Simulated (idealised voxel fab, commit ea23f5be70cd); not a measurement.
Presented below is a process module, voxel trench capacitor.
Square cell edge 5 nm, section width 250 nm, ID cut.
This document writes a cross-section as a grid whose cells are square, and gives it as bands, listed from the top down; one or more rows of cells form a band. Quick guide to a band line: top height, bottom height (nm) up front; then every material left to right with its width in nm. Only one material and it's marked "edge to edge"? Then it fills the band edge to edge. And "air" just means empty space. Height 0 is the level under which the wafer as received is all one material. The lowest band goes on downwards, as in "0 -> down". Note: "30->40" means the width goes from the first number (top row of the band) to the second number (bottom row) in equal steps per row of cells. Where a step carries "everything unchanged", the cross-section came out of it unchanged, cell for cell. The label "Trapped voids" introduces a list of the empty spaces, 8 cells or larger, that have no open way up to the top; each entry in it reads width x height at distance, where the distance is taken from the left edge and all three are stated in nm. If you see something after the settings on a step's line, that's the simulator's own remark about that step. "overlay nm", when on a step's line for a step with a mask, measures how far to the right of its planned place the mask lay; a negative measure means to the left.
[Listed below are the process steps as planned]
1) RECEIVE (material Si)
2) CONFORMAL_DEP (material SiN; thk nm 10)
3) DIRECTIONAL_DEP (material aC; thk nm 15)
4) PATTERN (tone open; mask id TRENCH; material resist; width nm 30; pitch nm 60; thk nm 35; overlay nm 0)
5) DIRECTIONAL_ETCH (etch materials aC; depth nm 15)
6) STRIP (etch materials resist)
7) DIRECTIONAL_ETCH (etch materials SiN; depth nm 10)
8) DIRECTIONAL_ETCH (etch materials Si; depth nm 25)
9) STRIP (etch materials aC)
10) CONFORMAL_DEP (material Al2O3; thk nm 5)
11) CONFORMAL_DEP (material TiN; thk nm 5)
12) FILL_DEP (material W; thk nm 5)
13) CMP (height nm 10)
[Cross-section of the wafer at receipt, which is the condition after step 1]
  0 -> down = Si edge to edge
  Trapped voids: none
[One mistake in running the module, otherwise start and plan as above: cross-section at the end]
  25 -> 20 = W edge to edge
  20 -> 15 = TiN=90, then W=10, then TiN=50, then W=10, then TiN=90
  15 -> 10 = Al2O3=85, then TiN=5, then W=10, then TiN=5, then Al2O3=40, then TiN=5, then W=10, then TiN=5, then Al2O3=85
  10 -> 0 = SiN=80, then Al2O3=5, then TiN=5, then W=10, then TiN=5, then Al2O3=5, then SiN=30, then Al2O3=5, then TiN=5, then W=10, then TiN=5, then Al2O3=5, then SiN=80
  0 -> -15 = Si=80, then Al2O3=5, then TiN=5, then W=10, then TiN=5, then Al2O3=5, then Si=30, then Al2O3=5, then TiN=5, then W=10, then TiN=5, then Al2O3=5, then Si=80
  -15 -> -20 = Si=80, then Al2O3=5, then TiN=20, then Al2O3=5, then Si=30, then Al2O3=5, then TiN=20, then Al2O3=5, then Si=80
  -20 -> -25 = Si=80, then Al2O3=30, then Si=30, then Al2O3=30, then Si=80
  -25 -> down = Si edge to edge
  Trapped voids: none
Here's what went sideways: execution of step 13 of the plan did not take place, the step having been omitted
